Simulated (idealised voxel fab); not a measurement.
Process module, titled voxel self aligned vias
The cross-section on display is named cut; it measures 245 nm wide, and its cells are 5 nm squares.
For the purposes of this document, a cross-section shall be understood as a grid of square cells, specified as bands listed in top-to-bottom order, each band consisting of one or more rows of cells. Each band's line starts with the height of the band's top and of its bottom, in nm. Then come its materials from left to right, each with its width in nm. One material with "everywhere" fills the band from edge to edge. "empty" is empty space. Heights are expressed relative to 0, this being the level below which the as-received wafer comprises one material exclusively. The lowest band is unbounded in the downward direction and is denoted as in "0 down". It should be noted that a width expressed as "30 to 40" varies in equal increments from row to row of cells within the band, taking the value of the first number at the top row and that of the second number at the bottom row. Given "nothing was modified" for a step, no cell of the cross-section differs between before and after that step. So "Closed void table" is basically the list of trapped voids: any empty space of 8 cells or more that can't reach the top through an opening. They're written width x height at distance, the distance being from the left edge, and it's all nm. On a step's line, text after the settings is the simulator commenting on that step. overlay nm: right-of-plan distance of the mask on a masked step; negative values mean left-of-plan.
The steps planned for the process are as follows:
1. RECEIVE,material Si
2. CONFORMAL_DEP,material SiO2,thk nm 10
3. CONFORMAL_DEP,material SiCN,thk nm 5
4. DIRECTIONAL_DEP,material SiO2,thk nm 20
5. DIRECTIONAL_DEP,material aC,thk nm 10
6. PATTERN,tone open,mask id LINES,material resist,width nm 30,pitch nm 60,thk nm 30,overlay nm 0
7. DIRECTIONAL_ETCH,etch materials aC,depth nm 10
8. STRIP,etch materials resist
9. DIRECTIONAL_ETCH,etch materials SiO2,depth nm 20
10. STRIP,etch materials aC
11. CONFORMAL_DEP,material TiN,thk nm 5
12. FILL_DEP,material W,thk nm 10
13. CMP,height nm 35
14. SELECTIVE_ETCH,etch materials W Ru TiN,depth nm 10
15. FILL_DEP,material SiN,thk nm 10
16. CMP,height nm 35
17. DIRECTIONAL_DEP,material SiO2,thk nm 15
18. MASKED_ETCH,tone open,mask id VIAS,width nm 40,etch materials SiO2,depth nm 15,overlay nm 0
19. MASKED_ETCH,tone open,mask id VIAS,width nm 40,etch materials SiN,depth nm 10,overlay nm 0
20. CONFORMAL_DEP,material TiN,thk nm 5
21. FILL_DEP,material W,thk nm 5
22. CMP,height nm 50
23. CONFORMAL_DEP,material SiN,thk nm 5
First of two wafers: run as planned:
as received, after step 1:
0 down = Si everywhere
Closed void table: none
Cross-section of the wafer after step 2:
10 to 0 = SiO2 everywhere
Below 0, no change.
Cross-section of the wafer after step 3:
15 to 10 = SiCN everywhere
Below 10, no change.
Cross-section of the wafer after step 4:
35 to 15 = SiO2 everywhere
Below 15, no change.
Cross-section of the wafer after step 5:
45 to 35 = aC everywhere
Below 35, no change.
Cross-section of the wafer after step 6:
75 to 45 = resist: 75 / empty: 30 / resist: 30 / empty: 30 / resist: 80
Below 45, no change.
Cross-section of the wafer after step 7:
65 to 45 = resist: 75 / empty: 30 / resist: 30 / empty: 30 / resist: 80
45 to 35 = aC: 75 / empty: 30 / aC: 30 / empty: 30 / aC: 80
Below 35, no change.
Cross-section of the wafer after step 8:
45 to 35 = aC: 75 / empty: 30 / aC: 30 / empty: 30 / aC: 80
Below 35, no change.
Cross-section of the wafer after step 9:
45 to 35 = aC: 75 / empty: 30 / aC: 30 / empty: 30 / aC: 80
35 to 15 = SiO2: 75 / empty: 30 / SiO2: 30 / empty: 30 / SiO2: 80
Below 15, no change.
Cross-section of the wafer after step 10:
35 to 15 = SiO2: 75 / empty: 30 / SiO2: 30 / empty: 30 / SiO2: 80
Below 15, no change.
Cross-section of the wafer after step 11:
40 to 35 = TiN: 80 / empty: 20 / TiN: 40 / empty: 20 / TiN: 85
35 to 20 = SiO2: 75 / TiN: 5 / empty: 20 / TiN: 5 / SiO2: 30 / TiN: 5 / empty: 20 / TiN: 5 / SiO2: 80
20 to 15 = SiO2: 75 / TiN: 30 / SiO2: 30 / TiN: 30 / SiO2: 80
Below 15, no change.
Cross-section of the wafer after step 12:
50 to 40 = W everywhere
40 to 35 = TiN: 80 / W: 20 / TiN: 40 / W: 20 / TiN: 85
35 to 20 = SiO2: 75 / TiN: 5 / W: 20 / TiN: 5 / SiO2: 30 / TiN: 5 / W: 20 / TiN: 5 / SiO2: 80
Below 20, no change.
Cross-section of the wafer after step 13:
35 to 20 = SiO2: 75 / TiN: 5 / W: 20 / TiN: 5 / SiO2: 30 / TiN: 5 / W: 20 / TiN: 5 / SiO2: 80
Below 20, no change.
Cross-section of the wafer after step 14:
35 to 25 = SiO2: 75 / empty: 30 / SiO2: 30 / empty: 30 / SiO2: 80
Below 25, no change.
Cross-section of the wafer after step 15:
45 to 35 = SiN everywhere
35 to 25 = SiO2: 75 / SiN: 30 / SiO2: 30 / SiN: 30 / SiO2: 80
Below 25, no change.
Cross-section of the wafer after step 16:
35 to 25 = SiO2: 75 / SiN: 30 / SiO2: 30 / SiN: 30 / SiO2: 80
Below 25, no change.
Cross-section of the wafer after step 17:
50 to 35 = SiO2 everywhere
Below 35, no change.
Cross-section of the wafer after step 18:
50 to 35 = SiO2: 70 / empty: 40 / SiO2: 135
Below 35, no change.
Cross-section of the wafer after step 19:
50 to 35 = SiO2: 70 / empty: 40 / SiO2: 135
35 to 25 = SiO2: 75 / empty: 30 / SiO2: 30 / SiN: 30 / SiO2: 80
Below 25, no change.
Cross-section of the wafer after step 20:
55 to 50 = TiN: 75 / empty: 30 / TiN: 140
50 to 40 = SiO2: 70 / TiN: 5 / empty: 30 / TiN: 5 / SiO2: 135
40 to 35 = SiO2: 70 / TiN: 10 / empty: 20 / TiN: 10 / SiO2: 135
35 to 30 = SiO2: 75 / TiN: 5 / empty: 20 / TiN: 5 / SiO2: 30 / SiN: 30 / SiO2: 80
30 to 25 = SiO2: 75 / TiN: 30 / SiO2: 30 / SiN: 30 / SiO2: 80
Below 25, no change.
Cross-section of the wafer after step 21:
60 to 55 = W everywhere
55 to 50 = TiN: 75 / W: 30 / TiN: 140
50 to 40 = SiO2: 70 / TiN: 5 / W: 30 / TiN: 5 / SiO2: 135
40 to 35 = SiO2: 70 / TiN: 10 / W: 20 / TiN: 10 / SiO2: 135
35 to 30 = SiO2: 75 / TiN: 5 / W: 20 / TiN: 5 / SiO2: 30 / SiN: 30 / SiO2: 80
Below 30, no change.
Cross-section of the wafer after step 22:
50 to 40 = SiO2: 70 / TiN: 5 / W: 30 / TiN: 5 / SiO2: 135
Below 40, no change.
Cross-section of the wafer after step 23:
55 to 50 = SiN everywhere
Below 50, no change.
Wafer two of the pair: same origin, same plan, one error during the run; identical to wafer one up to and including step 16:
Cross-section of the second wafer when, according to plan, step 17 should have finished:
35 to 25 = SiO2: 70 / empty: 5 / SiN: 30 / empty: 5 / SiO2: 25 / SiN: 30 / SiO2: 80
25 to 20 = SiO2: 70 / empty: 5 / TiN: 5 / W: 20 / TiN: 5 / empty: 5 / SiO2: 25 / TiN: 5 / W: 20 / TiN: 5 / SiO2: 80
Below 20, no change.
Cross-section of the second wafer when, according to plan, step 18 should have finished:
50 to 35 = SiO2: 70 / empty: 5 / SiO2: 30 / empty: 5 / SiO2: 135
35 to 25 = SiO2: 75 / SiN: 30 / SiO2: 30 / SiN: 30 / SiO2: 80
25 to 20 = SiO2: 75 / TiN: 5 / W: 20 / TiN: 5 / SiO2: 30 / TiN: 5 / W: 20 / TiN: 5 / SiO2: 80
Below 20, no change.
Cross-section of the second wafer when, according to plan, step 19 should have finished: nothing was modified
Cross-section of the second wafer when, according to plan, step 20 should have finished:
55 to 50 = TiN everywhere
50 to 35 = SiO2: 70 / TiN: 5 / SiO2: 30 / TiN: 5 / SiO2: 135
Below 35, no change.
Cross-section of the second wafer when, according to plan, step 21 should have finished:
60 to 55 = W everywhere
Below 55, no change.
Cross-section of the second wafer when, according to plan, step 22 should have finished:
50 to 35 = SiO2: 70 / TiN: 5 / SiO2: 30 / TiN: 5 / SiO2: 135
Below 35, no change.
Cross-section of the second wafer when, according to plan, step 23 should have finished:
55 to 50 = SiN everywhere
Below 50, no change.
Here's what went sideways: a sequencing error occurred in which plan steps 17 and 18 were transposed
Cell-count delta at end, second wafer over first, by material: 12 more of SiN; 18 more of SiO2; 10 fewer of TiN; 20 fewer of W
